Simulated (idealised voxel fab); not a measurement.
A process module follows: voxel transistor to metal.
The figure presents cross-section cut, which has a width of 145 nm and is divided into square cells with an edge length of 5 nm.
How to read a cross-section here: the picture is a grid of square cells, written as bands going from the top down, and any band can span one or more rows of cells.
For a band, the entry starts with two heights in nm, that of the top and then that of the bottom, and carries on with the band's materials in order from left to right, each alongside its width in nm; the word "all across" beside a single material means it fills the band edge to edge, and "blank" means empty space.
Basically, 0 is our baseline, since under it the wafer straight out of the box is all one material. The bottom band has no lower end and keeps on going down, so it looks like "0 -> down".
The width entry "30->40" should be interpreted row by row: the top row of cells in the band takes the first number, the bottom row takes the second number, and the change between adjacent rows is uniform throughout.
"same as before" after a step means that no cell of the cross-section changed.
Empty spaces counting at least 8 cells and having no open way to the top are listed in "Enclosed empty spaces". The notation width x height at distance is used for each, the distance being from the left edge and all three values in nm.
What comes after the settings on a step's line is commentary from the simulator itself on that step.
overlay nm: for a step with a mask, the amount by which the mask lay right of where it was planned; a negative amount means left of it.
**Planned process steps**
| 1 | op RECEIVE | material Si |
| 2 | op CONFORMAL_DEP | material SiO2 | thk nm 5 |
| 3 | op CONFORMAL_DEP | material SiN | thk nm 15 |
| 4 | op DIRECTIONAL_DEP | material aC | thk nm 15 |
| 5 | op PATTERN | tone cover | mask id ACTIVE | material resist | width nm 95 | thk nm 30 | overlay nm 0 |
| 6 | op DIRECTIONAL_ETCH | etch materials aC | depth nm 15 |
| 7 | op STRIP | etch materials resist |
| 8 | op DIRECTIONAL_ETCH | etch materials SiN | depth nm 15 |
| 9 | op DIRECTIONAL_ETCH | etch materials SiO2 | depth nm 5 |
| 10 | op DIRECTIONAL_ETCH | etch materials Si | depth nm 35 |
| 11 | op STRIP | etch materials aC |
| 12 | op OXIDIZE | depth nm 5 |
| 13 | op FILL_DEP | material SiO2 | thk nm 10 |
| 14 | op CMP | height nm 20 |
| 15 | op SELECTIVE_ETCH | etch materials SiO2 | depth nm 10 |
| 16 | op STRIP | etch materials SiN |
| 17 | op SELECTIVE_ETCH | etch materials SiO2 | depth nm 5 |
| 18 | op OXIDIZE | depth nm 5 |
| 19 | op DIRECTIONAL_DEP | material polySi | thk nm 30 |
| 20 | op DIRECTIONAL_DEP | material SiCN | thk nm 10 |
| 21 | op DIRECTIONAL_DEP | material aC | thk nm 15 |
| 22 | op PATTERN | tone cover | mask id GATE | material resist | width nm 25 | thk nm 35 | overlay nm 0 |
| 23 | op DIRECTIONAL_ETCH | etch materials aC | depth nm 15 |
| 24 | op STRIP | etch materials resist |
| 25 | op DIRECTIONAL_ETCH | etch materials SiCN | depth nm 20 |
| 26 | op DIRECTIONAL_ETCH | etch materials polySi | depth nm 40 |
| 27 | op STRIP | etch materials aC |
| 28 | op CONFORMAL_DEP | material SiN | thk nm 5 |
| 29 | op DIRECTIONAL_ETCH | etch materials SiN | depth nm 5 |
| 30 | op DIRECTIONAL_ETCH | etch materials SiO2 | depth nm 5 |
| 31 | op DIRECTIONAL_ETCH | etch materials Si | depth nm 15 |
| 32 | op EPI | material SiGe | thk nm 20 |
| 33 | op FILL_DEP | material SiO2 | thk nm 5 |
| 34 | op CMP | height nm 30 |
| 35 | op STRIP | etch materials polySi |
| 36 | op SELECTIVE_ETCH | etch materials SiO2 | depth nm 5 |
| 37 | op CONFORMAL_DEP | material HfO2 | thk nm 5 |
| 38 | op CONFORMAL_DEP | material TiN | thk nm 5 |
| 39 | op FILL_DEP | material W | thk nm 10 |
| 40 | op CMP | height nm 25 |
| 41 | op DIRECTIONAL_DEP | material SiO2 | thk nm 10 |
| 42 | op MASKED_ETCH | tone open | mask id CONTACT | width nm 15 | pitch nm 70 | etch materials SiO2 | depth nm 35 | overlay nm 0 |
| 43 | op CONFORMAL_DEP | material TiN | thk nm 5 |
| 44 | op FILL_DEP | material Ru | thk nm 10 |
| 45 | op CMP | height nm 35 |
| 46 | op CONFORMAL_DEP | material SiCN | thk nm 5 |
| 47 | op DIRECTIONAL_DEP | material SiO2 | thk nm 10 |
| 48 | op MASKED_ETCH | tone open | mask id METAL_1 | width nm 15 | pitch nm 70 | etch materials SiO2 | depth nm 20 | overlay nm 0 |
| 49 | op MASKED_ETCH | tone open | mask id METAL_1 | width nm 15 | pitch nm 70 | etch materials SiCN | depth nm 5 | overlay nm 0 |
| 50 | op CONFORMAL_DEP | material TiN | thk nm 5 |
| 51 | op FILL_DEP | material W | thk nm 5 |
| 52 | op CMP | height nm 60 |
| 53 | op EPI | material Ru | thk nm 5 |
| 54 | op FILL_DEP | material SiCN | thk nm 5 |
It is noted that the wafers described herein are identical at the outset and are distinguished by the thk nm of step 47; the value stated in the plan corresponds to the first wafer.
**Cross-section of the first of several wafers as received (after step 1)**
> 0 -> down = Si all across
> Enclosed empty spaces: none
**Once step 54, the last step, is complete, the module is at its end; this is the cross-section of the first of several wafers**
> 70 -> 65 = SiCN all across
> 65 -> 60 = Ru all across
> 60 -> 55 = W all across
> 55 -> 50 = 35 nm TiN; 5 nm W; 65 nm TiN; 5 nm W; 35 nm TiN
> 50 -> 40 = 30 nm SiO2; 5 nm TiN; 5 nm W; 5 nm TiN; 55 nm SiO2; 5 nm TiN; 5 nm W; 5 nm TiN; 30 nm SiO2
> 40 -> 35 = 30 nm SiCN; 15 nm TiN; 55 nm SiCN; 15 nm TiN; 30 nm SiCN
> 35 -> 25 = 30 nm SiO2; 5 nm TiN; 5 nm Ru; 5 nm TiN; 55 nm SiO2; 5 nm TiN; 5 nm Ru; 5 nm TiN; 30 nm SiO2
> 25 -> 20 = 30 nm SiO2; 5 nm TiN; 5 nm Ru; 5 nm TiN; 10 nm SiO2; 5 nm SiN; 5 nm HfO2; 5 nm TiN; 5 nm W; 5 nm TiN; 5 nm HfO2; 5 nm SiN; 10 nm SiO2; 5 nm TiN; 5 nm Ru; 5 nm TiN; 30 nm SiO2
> 20 -> 15 = 30 nm SiO2; 15 nm TiN; 10 nm SiO2; 5 nm SiN; 5 nm HfO2; 5 nm TiN; 5 nm W; 5 nm TiN; 5 nm HfO2; 5 nm SiN; 10 nm SiO2; 15 nm TiN; 30 nm SiO2
> 15 -> 5 = 30 nm SiO2; 5 nm TiN; 20 nm SiGe; 5 nm SiN; 5 nm HfO2; 5 nm TiN; 5 nm W; 5 nm TiN; 5 nm HfO2; 5 nm SiN; 20 nm SiGe; 5 nm TiN; 30 nm SiO2
> 5 -> 0 = 20 nm SiO2; 5 nm SiN; 5 nm SiO2; 5 nm TiN; 20 nm SiGe; 5 nm SiN; 5 nm HfO2; 15 nm TiN; 5 nm HfO2; 5 nm SiN; 20 nm SiGe; 5 nm TiN; 5 nm SiO2; 5 nm SiN; 20 nm SiO2
> 0 -> -5 = 25 nm SiO2; 30 nm SiGe; 35 nm HfO2; 30 nm SiGe; 25 nm SiO2
> -5 -> -20 = 30 nm SiO2; 25 nm SiGe; 35 nm Si; 25 nm SiGe; 30 nm SiO2
> -20 -> -40 = 30 nm SiO2; 85 nm Si; 30 nm SiO2
> -40 -> down = Si all across
> Enclosed empty spaces: none
**Of the several wafers, the last: cross-section at the end of the module**
> 70 -> 65 = SiCN all across
> 65 -> 60 = 25 nm SiCN; 25 nm Ru; 45 nm SiCN; 25 nm Ru; 25 nm SiCN
> 60 -> 55 = 30 nm SiO2; 15 nm TiN; 55 nm SiO2; 15 nm TiN; 30 nm SiO2
> 55 -> 40 = SiO2 all across
> 40 -> 35 = SiCN all across
> 35 -> 25 = 30 nm SiO2; 5 nm TiN; 5 nm Ru; 5 nm TiN; 55 nm SiO2; 5 nm TiN; 5 nm Ru; 5 nm TiN; 30 nm SiO2
> 25 -> 20 = 30 nm SiO2; 5 nm TiN; 5 nm Ru; 5 nm TiN; 10 nm SiO2; 5 nm SiN; 5 nm HfO2; 5 nm TiN; 5 nm W; 5 nm TiN; 5 nm HfO2; 5 nm SiN; 10 nm SiO2; 5 nm TiN; 5 nm Ru; 5 nm TiN; 30 nm SiO2
> 20 -> 15 = 30 nm SiO2; 15 nm TiN; 10 nm SiO2; 5 nm SiN; 5 nm HfO2; 5 nm TiN; 5 nm W; 5 nm TiN; 5 nm HfO2; 5 nm SiN; 10 nm SiO2; 15 nm TiN; 30 nm SiO2
> 15 -> 5 = 30 nm SiO2; 5 nm TiN; 20 nm SiGe; 5 nm SiN; 5 nm HfO2; 5 nm TiN; 5 nm W; 5 nm TiN; 5 nm HfO2; 5 nm SiN; 20 nm SiGe; 5 nm TiN; 30 nm SiO2
> 5 -> 0 = 20 nm SiO2; 5 nm SiN; 5 nm SiO2; 5 nm TiN; 20 nm SiGe; 5 nm SiN; 5 nm HfO2; 15 nm TiN; 5 nm HfO2; 5 nm SiN; 20 nm SiGe; 5 nm TiN; 5 nm SiO2; 5 nm SiN; 20 nm SiO2
> 0 -> -5 = 25 nm SiO2; 30 nm SiGe; 35 nm HfO2; 30 nm SiGe; 25 nm SiO2
> -5 -> -20 = 30 nm SiO2; 25 nm SiGe; 35 nm Si; 25 nm SiGe; 30 nm SiO2
> -20 -> -40 = 30 nm SiO2; 85 nm Si; 30 nm SiO2
> -40 -> down = Si all across
> Enclosed empty spaces: none
**Each row below is a wafer at the end of the module, listing for every material the number of cells it has gained (+) or lost (-) since it was received, followed by its closed voids**
thk nm 10, +17 HfO2, +35 Ru, -143 Si, +52 SiCN, +66 SiGe, +12 SiN, +252 SiO2, +76 TiN, +39 W, Enclosed empty spaces: none
thk nm 15, +17 HfO2, +35 Ru, -143 Si, +52 SiCN, +66 SiGe, +12 SiN, +275 SiO2, +80 TiN, +12 W, Enclosed empty spaces: none
thk nm 20, +17 HfO2, +16 Ru, -143 Si, +71 SiCN, +66 SiGe, +12 SiN, +298 SiO2, +57 TiN, +12 W, Enclosed empty spaces: none
thk nm 25, +17 HfO2, +16 Ru, -143 Si, +77 SiCN, +66 SiGe, +12 SiN, +304 SiO2, +49 TiN, +8 W, Enclosed empty spaces: none
thk nm 30, +17 HfO2, +16 Ru, -143 Si, +77 SiCN, +66 SiGe, +12 SiN, +310 SiO2, +45 TiN, +6 W, Enclosed empty spaces: none
thk nm 35, +17 HfO2, +16 Ru, -143 Si, +77 SiCN, +66 SiGe, +12 SiN, +316 SiO2, +41 TiN, +4 W, Enclosed empty spaces: none
